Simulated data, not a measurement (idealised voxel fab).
The process module presented herein is designated voxel transistor to metal.
Square cell edge 5 nm, section width 170 nm, ID cut.
A cross-section in this document is a grid of square cells, and it is written down as bands, the top band listed before the ones below it; a band is made up of one or more rows of cells. The entry gives the band's vertical extent as a top height and a bottom height in nm, then its horizontal make-up as materials from left to right, each with a width in nm. "air" stands for empty space; a single material marked "all across" fills the band edge to edge. Heights are expressed relative to 0, this being the level below which the as-received wafer comprises one material exclusively. The lowest band is unbounded in the downward direction and is denoted as in "from 0 down". A width such as "30..40" changes by the same amount from each row of cells to the next, from the band's top row to its bottom row. "remains unaltered" (step): cross-section cells unchanged, all of them. The entry "Closed void register" lists the empty spaces that cover at least 8 cells and have no open path to the top. Each is written as width x height at distance, where the distance is measured from the left edge and all three values are in nm. Past the settings on a step's line: simulator remark, on that step. overlay nm: where the mask lay relative to plan, measured to the right, on steps with a mask; negatives go left.
PLAN
1 RECEIVE,material Si
2 CONFORMAL_DEP,material SiO2,thk nm 5
3 CONFORMAL_DEP,material SiN,thk nm 15
4 MASKED_ETCH,tone cover,mask id ACTIVE,width nm 125,etch materials SiN,depth nm 15,overlay nm 0
5 MASKED_ETCH,tone cover,mask id ACTIVE,width nm 125,etch materials SiO2,depth nm 5,overlay nm 0
6 MASKED_ETCH,tone cover,mask id ACTIVE,width nm 125,etch materials Si,depth nm 35,overlay nm 0
7 FILL_DEP,material SiO2,thk nm 10
8 CMP,height nm 20
9 SELECTIVE_ETCH,etch materials SiO2,depth nm 10
10 STRIP,etch materials SiN
11 SELECTIVE_ETCH,etch materials SiO2,depth nm 5
12 OXIDIZE,depth nm 5
13 DIRECTIONAL_DEP,material polySi,thk nm 20
14 DIRECTIONAL_DEP,material SiCN,thk nm 10
15 PATTERN,tone cover,mask id GATE,material resist,width nm 25,thk nm 20,overlay nm 0
16 DIRECTIONAL_ETCH,etch materials SiCN,depth nm 20
17 DIRECTIONAL_ETCH,etch materials polySi,depth nm 30
18 STRIP,etch materials resist
19 CONFORMAL_DEP,material SiO2,thk nm 5
20 DIRECTIONAL_ETCH,etch materials SiO2,depth nm 5
21 CONFORMAL_DEP,material SiN,thk nm 10
22 DIRECTIONAL_ETCH,etch materials SiN,depth nm 10
23 DIRECTIONAL_ETCH,etch materials SiO2,depth nm 5
24 DIRECTIONAL_ETCH,etch materials Si,depth nm 10
25 EPI,material pSi,thk nm 15
26 FILL_DEP,material SiO2,thk nm 5
27 CMP,height nm 30
28 DIRECTIONAL_DEP,material SiO2,thk nm 10
29 MASKED_ETCH,tone open,mask id CONTACT,width nm 35,pitch nm 70,etch materials SiO2,depth nm 30,overlay nm 0
30 CONFORMAL_DEP,material TiN,thk nm 5
31 FILL_DEP,material W,thk nm 5
32 CMP,height nm 40
33 CONFORMAL_DEP,material SiCN,thk nm 5
34 DIRECTIONAL_DEP,material SiO2,thk nm 20
35 DIRECTIONAL_DEP,material aC,thk nm 10
36 PATTERN,tone open,mask id METAL_1,material resist,width nm 20,pitch nm 85,thk nm 25,overlay nm 0
37 DIRECTIONAL_ETCH,etch materials aC,depth nm 10
38 STRIP,etch materials resist
39 DIRECTIONAL_ETCH,etch materials SiO2,depth nm 20
40 DIRECTIONAL_ETCH,etch materials SiCN,depth nm 5
41 STRIP,etch materials aC
42 CONFORMAL_DEP,material TiN,thk nm 5
43 FILL_DEP,material Cu,thk nm 10
44 CMP,height nm 65
45 CONFORMAL_DEP,material SiCN,thk nm 5
BELOW: THE FIRST OF TWO WAFERS, RUN AS PLANNED
DELIVERED WAFER IN CROSS-SECTION: STATE AFTER STEP 1
  from 0 down | Si all across
  Closed void register: none
ONCE STEP 2 IS THROUGH, THE WAFER LOOKS LIKE THIS IN CROSS-SECTION
  from 5 to 0 | SiO2 all across
  Nothing below the height 0 has changed.
ONCE STEP 3 IS THROUGH, THE WAFER LOOKS LIKE THIS IN CROSS-SECTION
  from 20 to 5 | SiN all across
  Nothing below the height 5 has changed.
ONCE STEP 4 IS THROUGH, THE WAFER LOOKS LIKE THIS IN CROSS-SECTION
  from 20 to 5 | air 20 nm; SiN 125 nm; air 25 nm
  Nothing below the height 5 has changed.
ONCE STEP 5 IS THROUGH, THE WAFER LOOKS LIKE THIS IN CROSS-SECTION
  from 20 to 5 | air 20 nm; SiN 125 nm; air 25 nm
  from 5 to 0 | air 20 nm; SiO2 125 nm; air 25 nm
  Nothing below the height 0 has changed.
ONCE STEP 6 IS THROUGH, THE WAFER LOOKS LIKE THIS IN CROSS-SECTION
  from 20 to 5 | air 20 nm; SiN 125 nm; air 25 nm
  from 5 to 0 | air 20 nm; SiO2 125 nm; air 25 nm
  from 0 to -35 | air 20 nm; Si 125 nm; air 25 nm
  Nothing below the height -35 has changed.
ONCE STEP 7 IS THROUGH, THE WAFER LOOKS LIKE THIS IN CROSS-SECTION
  from 30 to 20 | SiO2 all across
  from 20 to 5 | SiO2 20 nm; SiN 125 nm; SiO2 25 nm
  from 5 to 0 | SiO2 all across
  from 0 to -35 | SiO2 20 nm; Si 125 nm; SiO2 25 nm
  Nothing below the height -35 has changed.
ONCE STEP 8 IS THROUGH, THE WAFER LOOKS LIKE THIS IN CROSS-SECTION
  from 20 to 5 | SiO2 20 nm; SiN 125 nm; SiO2 25 nm
  Nothing below the height 5 has changed.
ONCE STEP 9 IS THROUGH, THE WAFER LOOKS LIKE THIS IN CROSS-SECTION
  from 20 to 10 | air 20 nm; SiN 125 nm; air 25 nm
  Nothing below the height 10 has changed.
ONCE STEP 10 IS THROUGH, THE WAFER LOOKS LIKE THIS IN CROSS-SECTION
  from 10 to 5 | SiO2 20 nm; air 125 nm; SiO2 25 nm
  Nothing below the height 5 has changed.
ONCE STEP 11 IS THROUGH, THE WAFER LOOKS LIKE THIS IN CROSS-SECTION
  from 5 to 0 | SiO2 15 nm; air 135 nm; SiO2 20 nm
  Nothing below the height 0 has changed.
ONCE STEP 12 IS THROUGH, THE WAFER LOOKS LIKE THIS IN CROSS-SECTION
  from 5 to 0 | SiO2 15 nm; air 135 nm; SiO2 20 nm
  from 0 to -5 | SiO2 all across
  Nothing below the height -5 has changed.
ONCE STEP 13 IS THROUGH, THE WAFER LOOKS LIKE THIS IN CROSS-SECTION
  from 25 to 20 | polySi 15 nm; air 135 nm; polySi 20 nm
  from 20 to 5 | polySi all across
  from 5 to 0 | SiO2 15 nm; polySi 135 nm; SiO2 20 nm
  Nothing below the height 0 has changed.
ONCE STEP 14 IS THROUGH, THE WAFER LOOKS LIKE THIS IN CROSS-SECTION
  from 35 to 30 | SiCN 15 nm; air 135 nm; SiCN 20 nm
  from 30 to 25 | SiCN all across
  from 25 to 20 | polySi 15 nm; SiCN 135 nm; polySi 20 nm
  Nothing below the height 20 has changed.
ONCE STEP 15 IS THROUGH, THE WAFER LOOKS LIKE THIS IN CROSS-SECTION
  from 55 to 35 | air 70 nm; resist 25 nm; air 75 nm
  from 35 to 30 | SiCN 15 nm; air 55 nm; resist 25 nm; air 55 nm; SiCN 20 nm
  Nothing below the height 30 has changed.
ONCE STEP 16 IS THROUGH, THE WAFER LOOKS LIKE THIS IN CROSS-SECTION
  from 55 to 30 | air 70 nm; resist 25 nm; air 75 nm
  from 30 to 25 | air 70 nm; SiCN 25 nm; air 75 nm
  from 25 to 20 | polySi 15 nm; air 55 nm; SiCN 25 nm; air 55 nm; polySi 20 nm
  Nothing below the height 20 has changed.
ONCE STEP 17 IS THROUGH, THE WAFER LOOKS LIKE THIS IN CROSS-SECTION
  from 55 to 30 | air 70 nm; resist 25 nm; air 75 nm
  from 30 to 20 | air 70 nm; SiCN 25 nm; air 75 nm
  from 20 to 5 | air 70 nm; polySi 25 nm; air 75 nm
  from 5 to 0 | SiO2 15 nm; air 55 nm; polySi 25 nm; air 55 nm; SiO2 20 nm
  Nothing below the height 0 has changed.
ONCE STEP 18 IS THROUGH, THE WAFER LOOKS LIKE THIS IN CROSS-SECTION
  from 30 to 20 | air 70 nm; SiCN 25 nm; air 75 nm
  Nothing below the height 20 has changed.
ONCE STEP 19 IS THROUGH, THE WAFER LOOKS LIKE THIS IN CROSS-SECTION
  from 35 to 30 | air 65 nm; SiO2 35 nm; air 70 nm
  from 30 to 20 | air 65 nm; SiO2 5 nm; SiCN 25 nm; SiO2 5 nm; air 70 nm
  from 20 to 10 | air 65 nm; SiO2 5 nm; polySi 25 nm; SiO2 5 nm; air 70 nm
  from 10 to 5 | SiO2 20 nm; air 45 nm; SiO2 5 nm; polySi 25 nm; SiO2 5 nm; air 45 nm; SiO2 25 nm
  from 5 to 0 | SiO2 70 nm; polySi 25 nm; SiO2 75 nm
  Nothing below the height 0 has changed.
ONCE STEP 20 IS THROUGH, THE WAFER LOOKS LIKE THIS IN CROSS-SECTION
  from 30 to 20 | air 65 nm; SiO2 5 nm; SiCN 25 nm; SiO2 5 nm; air 70 nm
  from 20 to 5 | air 65 nm; SiO2 5 nm; polySi 25 nm; SiO2 5 nm; air 70 nm
  from 5 to 0 | SiO2 20 nm; air 45 nm; SiO2 5 nm; polySi 25 nm; SiO2 5 nm; air 45 nm; SiO2 25 nm
  Nothing below the height 0 has changed.
ONCE STEP 21 IS THROUGH, THE WAFER LOOKS LIKE THIS IN CROSS-SECTION
  from 40 to 30 | air 55 nm; SiN 55 nm; air 60 nm
  from 30 to 20 | air 55 nm; SiN 10 nm; SiO2 5 nm; SiCN 25 nm; SiO2 5 nm; SiN 10 nm; air 60 nm
  from 20 to 15 | air 55 nm; SiN 10 nm; SiO2 5 nm; polySi 25 nm; SiO2 5 nm; SiN 10 nm; air 60 nm
  from 15 to 10 | SiN 30 nm; air 25 nm; SiN 10 nm; SiO2 5 nm; polySi 25 nm; SiO2 5 nm; SiN 10 nm; air 25 nm; SiN 35 nm
  from 10 to 5 | SiN 65 nm; SiO2 5 nm; polySi 25 nm; SiO2 5 nm; SiN 70 nm
  from 5 to 0 | SiO2 20 nm; SiN 45 nm; SiO2 5 nm; polySi 25 nm; SiO2 5 nm; SiN 45 nm; SiO2 25 nm
  Nothing below the height 0 has changed.
ONCE STEP 22 IS THROUGH, THE WAFER LOOKS LIKE THIS IN CROSS-SECTION
  from 30 to 20 | air 55 nm; SiN 10 nm; SiO2 5 nm; SiCN 25 nm; SiO2 5 nm; SiN 10 nm; air 60 nm
  from 20 to 5 | air 55 nm; SiN 10 nm; SiO2 5 nm; polySi 25 nm; SiO2 5 nm; SiN 10 nm; air 60 nm
  from 5 to 0 | SiO2 20 nm; SiN 10 nm; air 25 nm; SiN 10 nm; SiO2 5 nm; polySi 25 nm; SiO2 5 nm; SiN 10 nm; air 25 nm; SiN 10 nm; SiO2 25 nm
  Nothing below the height 0 has changed.
ONCE STEP 23 IS THROUGH, THE WAFER LOOKS LIKE THIS IN CROSS-SECTION
  from 30 to 25 | air 55 nm; SiN 10 nm; air 5 nm; SiCN 25 nm; air 5 nm; SiN 10 nm; air 60 nm
  from 25 to 20 | air 55 nm; SiN 10 nm; SiO2 5 nm; SiCN 25 nm; SiO2 5 nm; SiN 10 nm; air 60 nm
  from 20 to 5 | air 55 nm; SiN 10 nm; SiO2 5 nm; polySi 25 nm; SiO2 5 nm; SiN 10 nm; air 60 nm
  from 5 to 0 | air 20 nm; SiN 10 nm; air 25 nm; SiN 10 nm; SiO2 5 nm; polySi 25 nm; SiO2 5 nm; SiN 10 nm; air 25 nm; SiN 10 nm; air 25 nm
  from 0 to -5 | SiO2 30 nm; air 25 nm; SiO2 55 nm; air 25 nm; SiO2 35 nm
  Nothing below the height -5 has changed.
ONCE STEP 24 IS THROUGH, THE WAFER LOOKS LIKE THIS IN CROSS-SECTION
  from 30 to 25 | air 55 nm; SiN 10 nm; air 5 nm; SiCN 25 nm; air 5 nm; SiN 10 nm; air 60 nm
  from 25 to 20 | air 55 nm; SiN 10 nm; SiO2 5 nm; SiCN 25 nm; SiO2 5 nm; SiN 10 nm; air 60 nm
  from 20 to 5 | air 55 nm; SiN 10 nm; SiO2 5 nm; polySi 25 nm; SiO2 5 nm; SiN 10 nm; air 60 nm
  from 5 to 0 | air 20 nm; SiN 10 nm; air 25 nm; SiN 10 nm; SiO2 5 nm; polySi 25 nm; SiO2 5 nm; SiN 10 nm; air 25 nm; SiN 10 nm; air 25 nm
  from 0 to -5 | SiO2 30 nm; air 25 nm; SiO2 55 nm; air 25 nm; SiO2 35 nm
  from -5 to -15 | SiO2 20 nm; Si 10 nm; air 25 nm; Si 55 nm; air 25 nm; Si 10 nm; SiO2 25 nm
  Nothing below the height -15 has changed.
ONCE STEP 25 IS THROUGH, THE WAFER LOOKS LIKE THIS IN CROSS-SECTION
  from 30 to 25 | air 55 nm; SiN 10 nm; air 5 nm; SiCN 25 nm; air 5 nm; SiN 10 nm; air 60 nm
  from 25 to 20 | air 55 nm; SiN 10 nm; SiO2 5 nm; SiCN 25 nm; SiO2 5 nm; SiN 10 nm; air 60 nm
  from 20 to 10 | air 55 nm; SiN 10 nm; SiO2 5 nm; polySi 25 nm; SiO2 5 nm; SiN 10 nm; air 60 nm
  from 10 to 5 | air 25 nm; pSi 30 nm; SiN 10 nm; SiO2 5 nm; polySi 25 nm; SiO2 5 nm; SiN 10 nm; pSi 30 nm; air 30 nm
  from 5 to 0 | air 20 nm; SiN 10 nm; pSi 25 nm; SiN 10 nm; SiO2 5 nm; polySi 25 nm; SiO2 5 nm; SiN 10 nm; pSi 25 nm; SiN 10 nm; air 25 nm
  from 0 to -5 | SiO2 30 nm; pSi 25 nm; SiO2 55 nm; pSi 25 nm; SiO2 35 nm
  from -5 to -15 | SiO2 20 nm; Si 10 nm; pSi 25 nm; Si 55 nm; pSi 25 nm; Si 10 nm; SiO2 25 nm
  Nothing below the height -15 has changed.
ONCE STEP 26 IS THROUGH, THE WAFER LOOKS LIKE THIS IN CROSS-SECTION
  from 35 to 30 | SiO2 all across
  from 30 to 20 | SiO2 55 nm; SiN 10 nm; SiO2 5 nm; SiCN 25 nm; SiO2 5 nm; SiN 10 nm; SiO2 60 nm
  from 20 to 10 | SiO2 55 nm; SiN 10 nm; SiO2 5 nm; polySi 25 nm; SiO2 5 nm; SiN 10 nm; SiO2 60 nm
  from 10 to 5 | SiO2 25 nm; pSi 30 nm; SiN 10 nm; SiO2 5 nm; polySi 25 nm; SiO2 5 nm; SiN 10 nm; pSi 30 nm; SiO2 30 nm
  from 5 to 0 | SiO2 20 nm; SiN 10 nm; pSi 25 nm; SiN 10 nm; SiO2 5 nm; polySi 25 nm; SiO2 5 nm; SiN 10 nm; pSi 25 nm; SiN 10 nm; SiO2 25 nm
  Nothing below the height 0 has changed.
ONCE STEP 27 IS THROUGH, THE WAFER LOOKS LIKE THIS IN CROSS-SECTION
  from 30 to 20 | SiO2 55 nm; SiN 10 nm; SiO2 5 nm; SiCN 25 nm; SiO2 5 nm; SiN 10 nm; SiO2 60 nm
  Nothing below the height 20 has changed.
ONCE STEP 28 IS THROUGH, THE WAFER LOOKS LIKE THIS IN CROSS-SECTION
  from 40 to 30 | SiO2 all across
  Nothing below the height 30 has changed.
ONCE STEP 29 IS THROUGH, THE WAFER LOOKS LIKE THIS IN CROSS-SECTION
  from 40 to 30 | SiO2 30 nm; air 35 nm; SiO2 35 nm; air 35 nm; SiO2 35 nm
  from 30 to 20 | SiO2 30 nm; air 25 nm; SiN 10 nm; SiO2 5 nm; SiCN 25 nm; SiO2 5 nm; SiN 10 nm; air 25 nm; SiO2 35 nm
  from 20 to 10 | SiO2 30 nm; air 25 nm; SiN 10 nm; SiO2 5 nm; polySi 25 nm; SiO2 5 nm; SiN 10 nm; air 25 nm; SiO2 35 nm
  Nothing below the height 10 has changed.
ONCE STEP 30 IS THROUGH, THE WAFER LOOKS LIKE THIS IN CROSS-SECTION
  from 45 to 40 | TiN 35 nm; air 25 nm; TiN 45 nm; air 25 nm; TiN 40 nm
  from 40 to 30 | SiO2 30 nm; TiN 5 nm; air 25..15 nm; TiN 5..15 nm; SiO2 35 nm; TiN 5..15 nm; air 25..15 nm; TiN 5 nm; SiO2 35 nm
  from 30 to 20 | SiO2 30 nm; TiN 5 nm; air 15 nm; TiN 5 nm; SiN 10 nm; SiO2 5 nm; SiCN 25 nm; SiO2 5 nm; SiN 10 nm; TiN 5 nm; air 15 nm; TiN 5 nm; SiO2 35 nm
  from 20 to 15 | SiO2 30 nm; TiN 5 nm; air 15 nm; TiN 5 nm; SiN 10 nm; SiO2 5 nm; polySi 25 nm; SiO2 5 nm; SiN 10 nm; TiN 5 nm; air 15 nm; TiN 5 nm; SiO2 35 nm
  from 15 to 10 | SiO2 30 nm; TiN 25 nm; SiN 10 nm; SiO2 5 nm; polySi 25 nm; SiO2 5 nm; SiN 10 nm; TiN 25 nm; SiO2 35 nm
  Nothing below the height 10 has changed.
ONCE STEP 31 IS THROUGH, THE WAFER LOOKS LIKE THIS IN CROSS-SECTION
  from 50 to 45 | W all across
  from 45 to 40 | TiN 35 nm; W 25 nm; TiN 45 nm; W 25 nm; TiN 40 nm
  from 40 to 30 | SiO2 30 nm; TiN 5 nm; W 25..15 nm; TiN 5..15 nm; SiO2 35 nm; TiN 5..15 nm; W 25..15 nm; TiN 5 nm; SiO2 35 nm
  from 30 to 20 | SiO2 30 nm; TiN 5 nm; W 15 nm; TiN 5 nm; SiN 10 nm; SiO2 5 nm; SiCN 25 nm; SiO2 5 nm; SiN 10 nm; TiN 5 nm; W 15 nm; TiN 5 nm; SiO2 35 nm
  from 20 to 15 | SiO2 30 nm; TiN 5 nm; W 15 nm; TiN 5 nm; SiN 10 nm; SiO2 5 nm; polySi 25 nm; SiO2 5 nm; SiN 10 nm; TiN 5 nm; W 15 nm; TiN 5 nm; SiO2 35 nm
  Nothing below the height 15 has changed.
ONCE STEP 32 IS THROUGH, THE WAFER LOOKS LIKE THIS IN CROSS-SECTION
  from 40 to 30 | SiO2 30 nm; TiN 5 nm; W 25..15 nm; TiN 5..15 nm; SiO2 35 nm; TiN 5..15 nm; W 25..15 nm; TiN 5 nm; SiO2 35 nm
  Nothing below the height 30 has changed.
ONCE STEP 33 IS THROUGH, THE WAFER LOOKS LIKE THIS IN CROSS-SECTION
  from 45 to 40 | SiCN all across
  Nothing below the height 40 has changed.
ONCE STEP 34 IS THROUGH, THE WAFER LOOKS LIKE THIS IN CROSS-SECTION
  from 65 to 45 | SiO2 all across
  Nothing below the height 45 has changed.
ONCE STEP 35 IS THROUGH, THE WAFER LOOKS LIKE THIS IN CROSS-SECTION
  from 75 to 65 | aC all across
  Nothing below the height 65 has changed.
ONCE STEP 36 IS THROUGH, THE WAFER LOOKS LIKE THIS IN CROSS-SECTION
  from 100 to 75 | resist 30 nm; air 20 nm; resist 65 nm; air 20 nm; resist 35 nm
  Nothing below the height 75 has changed.
ONCE STEP 37 IS THROUGH, THE WAFER LOOKS LIKE THIS IN CROSS-SECTION
  from 90 to 75 | resist 30 nm; air 20 nm; resist 65 nm; air 20 nm; resist 35 nm
  from 75 to 65 | aC 30 nm; air 20 nm; aC 65 nm; air 20 nm; aC 35 nm
  Nothing below the height 65 has changed.
ONCE STEP 38 IS THROUGH, THE WAFER LOOKS LIKE THIS IN CROSS-SECTION
  from 75 to 65 | aC 30 nm; air 20 nm; aC 65 nm; air 20 nm; aC 35 nm
  Nothing below the height 65 has changed.
ONCE STEP 39 IS THROUGH, THE WAFER LOOKS LIKE THIS IN CROSS-SECTION
  from 75 to 65 | aC 30 nm; air 20 nm; aC 65 nm; air 20 nm; aC 35 nm
  from 65 to 45 | SiO2 30 nm; air 20 nm; SiO2 65 nm; air 20 nm; SiO2 35 nm
  Nothing below the height 45 has changed.
ONCE STEP 40 IS THROUGH, THE WAFER LOOKS LIKE THIS IN CROSS-SECTION
  from 75 to 65 | aC 30 nm; air 20 nm; aC 65 nm; air 20 nm; aC 35 nm
  from 65 to 45 | SiO2 30 nm; air 20 nm; SiO2 65 nm; air 20 nm; SiO2 35 nm
  from 45 to 40 | SiCN 30 nm; air 20 nm; SiCN 65 nm; air 20 nm; SiCN 35 nm
  Nothing below the height 40 has changed.
ONCE STEP 41 IS THROUGH, THE WAFER LOOKS LIKE THIS IN CROSS-SECTION
  from 65 to 45 | SiO2 30 nm; air 20 nm; SiO2 65 nm; air 20 nm; SiO2 35 nm
  Nothing below the height 45 has changed.
ONCE STEP 42 IS THROUGH, THE WAFER LOOKS LIKE THIS IN CROSS-SECTION
  from 70 to 65 | TiN 35 nm; air 10 nm; TiN 75 nm; air 10 nm; TiN 40 nm
  from 65 to 45 | SiO2 30 nm; TiN 5 nm; air 10 nm; TiN 5 nm; SiO2 65 nm; TiN 5 nm; air 10 nm; TiN 5 nm; SiO2 35 nm
  from 45 to 40 | SiCN 30 nm; TiN 20 nm; SiCN 65 nm; TiN 20 nm; SiCN 35 nm
  Nothing below the height 40 has changed.
ONCE STEP 43 IS THROUGH, THE WAFER LOOKS LIKE THIS IN CROSS-SECTION
  from 80 to 70 | Cu all across
  from 70 to 65 | TiN 35 nm; Cu 10 nm; TiN 75 nm; Cu 10 nm; TiN 40 nm
  from 65 to 45 | SiO2 30 nm; TiN 5 nm; Cu 10 nm; TiN 5 nm; SiO2 65 nm; TiN 5 nm; Cu 10 nm; TiN 5 nm; SiO2 35 nm
  Nothing below the height 45 has changed.
ONCE STEP 44 IS THROUGH, THE WAFER LOOKS LIKE THIS IN CROSS-SECTION
  from 65 to 45 | SiO2 30 nm; TiN 5 nm; Cu 10 nm; TiN 5 nm; SiO2 65 nm; TiN 5 nm; Cu 10 nm; TiN 5 nm; SiO2 35 nm
  Nothing below the height 45 has changed.
ONCE STEP 45 IS THROUGH, THE WAFER LOOKS LIKE THIS IN CROSS-SECTION
  from 70 to 65 | SiCN all across
  Nothing below the height 65 has changed.
COMPANION WAFER, THE SECOND OF TWO: SAME BEGINNING, SAME INTENDED SEQUENCE, ONE MISTAKE IN CARRYING IT OUT; THROUGH STEP 44 INCLUSIVE IT TRACKS THE FIRST EXACTLY
SECOND WAFER SHOWN IN CROSS-SECTION AT THE TIME STEP 45 WAS SLATED TO END
  from 70 to 65 | SiO2 all across
  Nothing below the height 65 has changed.
Error vs. plan: not per plan at step 45, really ran CONFORMAL_DEP,material SiO2,thk nm 5
at the end the second wafer has, in cells: SiCN -34 | SiO2 +34
